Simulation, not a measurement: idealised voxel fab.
The document below concerns the process module designated voxel self aligned vias.
Cross-sectional view cut (width: 220 nm; square cell size: 5 nm).
Cross-section format: a grid of square cells, given as bands from top to bottom; each band is one or more rows of cells.
Band: top height; bottom height; in nm. Then, left to right: material with width in nm, for each material. "full width": a single material spanning edge to edge. "air": empty space.
Ref level 0: as-received wafer is one material below here. Bottom band extends down with no lower bound ("top 0, no bottom").
The two numbers in a width such as "30 to 40" mark its ends across the band: the first belongs to the top row of cells, the second to the bottom row, and from each row to the next the width moves by the same amount.
What does "nothing changed" mean for a step? It means no cell of the cross-section changed in that step.
Entry "Closed-off voids". Content: empty spaces with no open connection to the top, size 8 cells or greater. Each: width x height at distance. Distance: from left edge. Unit: nm.
The remark found on a step's line after its settings is issued by the simulator itself and pertains to that step.
Steps that use a mask can have "overlay nm" on their line. It says how far the mask sat to the right of where it was meant to be. Negative means to the left.
# These are the steps we planned for the process
1 RECEIVE: material Si
2 CONFORMAL_DEP: material SiO2, thk nm 15
3 CONFORMAL_DEP: material SiCN, thk nm 5
4 DIRECTIONAL_DEP: material lowk, thk nm 20
5 DIRECTIONAL_DEP: material aC, thk nm 10
6 PATTERN: tone open, mask id LINES, material resist, width nm 25, pitch nm 55, thk nm 25, overlay nm 0
7 DIRECTIONAL_ETCH: etch materials aC, depth nm 10
8 STRIP: etch materials resist
9 DIRECTIONAL_ETCH: etch materials lowk, depth nm 20
10 STRIP: etch materials aC
11 CONFORMAL_DEP: material TiN, thk nm 5
12 FILL_DEP: material W, thk nm 10
13 CMP: height nm 40
14 SELECTIVE_ETCH: etch materials W Ru TiN, depth nm 5
15 FILL_DEP: material SiN, thk nm 10
16 CMP: height nm 40
17 DIRECTIONAL_DEP: material lowk, thk nm 20
18 PATTERN: tone open, mask id VIAS, material resist, width nm 25, pitch nm 110, thk nm 15, overlay nm 0
19 DIRECTIONAL_ETCH: etch materials lowk, depth nm 20
20 DIRECTIONAL_ETCH: etch materials SiN, depth nm 5
21 STRIP: etch materials resist
22 CONFORMAL_DEP: material TiN, thk nm 5
23 FILL_DEP: material Cu, thk nm 10
24 CMP: height nm 60
25 CONFORMAL_DEP: material SiN, thk nm 5
The value of width nm given for step 18 in the plan refers to the first wafer; the wafers vary in this setting and are alike at the start.
# Sectional view: first of several wafers, as received, after step 1
    top 0, no bottom  Si full width
    Closed-off voids: none
# End-of-module cross-section, first of several wafers, after last step 25
    top 65, bottom 60  SiN full width
    top 60, bottom 40  40 nm lowk | 5 nm TiN | 15 nm Cu | 5 nm TiN | 85 nm lowk | 5 nm TiN | 15 nm Cu | 5 nm TiN | 45 nm lowk
    top 40, bottom 35  40 nm lowk | 25 nm TiN | 30 nm lowk | 25 nm SiN | 30 nm lowk | 25 nm TiN | 45 nm lowk
    top 35, bottom 25  40 nm lowk | 5 nm TiN | 15 nm W | 5 nm TiN | 30 nm lowk | 5 nm TiN | 15 nm W | 5 nm TiN | 30 nm lowk | 5 nm TiN | 15 nm W | 5 nm TiN | 45 nm lowk
    top 25, bottom 20  40 nm lowk | 25 nm TiN | 30 nm lowk | 25 nm TiN | 30 nm lowk | 25 nm TiN | 45 nm lowk
    top 20, bottom 15  SiCN full width
    top 15, bottom 0  SiO2 full width
    top 0, no bottom  Si full width
    Closed-off voids: none
# Final wafer of several, shown in cross-section at the end of the module
    top 65, bottom 60  SiN full width
    top 60, bottom 45  30 nm lowk | 5 nm TiN | 40 nm Cu | 5 nm TiN | 60 nm lowk | 5 nm TiN | 40 nm Cu | 5 nm TiN | 30 nm lowk
    top 45, bottom 40  30 nm lowk | 15 nm TiN | 15 nm Cu | 20 nm TiN | 60 nm lowk | 15 nm TiN | 15 nm Cu | 20 nm TiN | 30 nm lowk
    top 40, bottom 35  40 nm lowk | 25 nm TiN | 30 nm lowk | 25 nm SiN | 30 nm lowk | 25 nm TiN | 45 nm lowk
    top 35, bottom 25  40 nm lowk | 5 nm TiN | 15 nm W | 5 nm TiN | 30 nm lowk | 5 nm TiN | 15 nm W | 5 nm TiN | 30 nm lowk | 5 nm TiN | 15 nm W | 5 nm TiN | 45 nm lowk
    top 25, bottom 20  40 nm lowk | 25 nm TiN | 30 nm lowk | 25 nm TiN | 30 nm lowk | 25 nm TiN | 45 nm lowk
    top 20, bottom 15  SiCN full width
    top 15, bottom 0  SiO2 full width
    top 0, no bottom  Si full width
    Closed-off voids: none
# The following table contains a row per wafer, in which are reported, at the conclusion of the module, the cells of each material gained (+) or lost (-) since the wafer's receipt, with its closed voids given thereafter
width nm 25; +24 Cu; +44 SiCN; +49 SiN; +132 SiO2; +53 TiN; +18 W; +252 lowk; Closed-off voids: none
width nm 30; +30 Cu; +44 SiCN; +49 SiN; +132 SiO2; +55 TiN; +18 W; +244 lowk; Closed-off voids: none
width nm 35; +36 Cu; +44 SiCN; +49 SiN; +132 SiO2; +57 TiN; +18 W; +236 lowk; Closed-off voids: none
width nm 40; +42 Cu; +44 SiCN; +49 SiN; +132 SiO2; +59 TiN; +18 W; +228 lowk; Closed-off voids: none
width nm 45; +48 Cu; +44 SiCN; +49 SiN; +132 SiO2; +61 TiN; +18 W; +220 lowk; Closed-off voids: none
width nm 50; +54 Cu; +44 SiCN; +49 SiN; +132 SiO2; +63 TiN; +18 W; +212 lowk; Closed-off voids: none
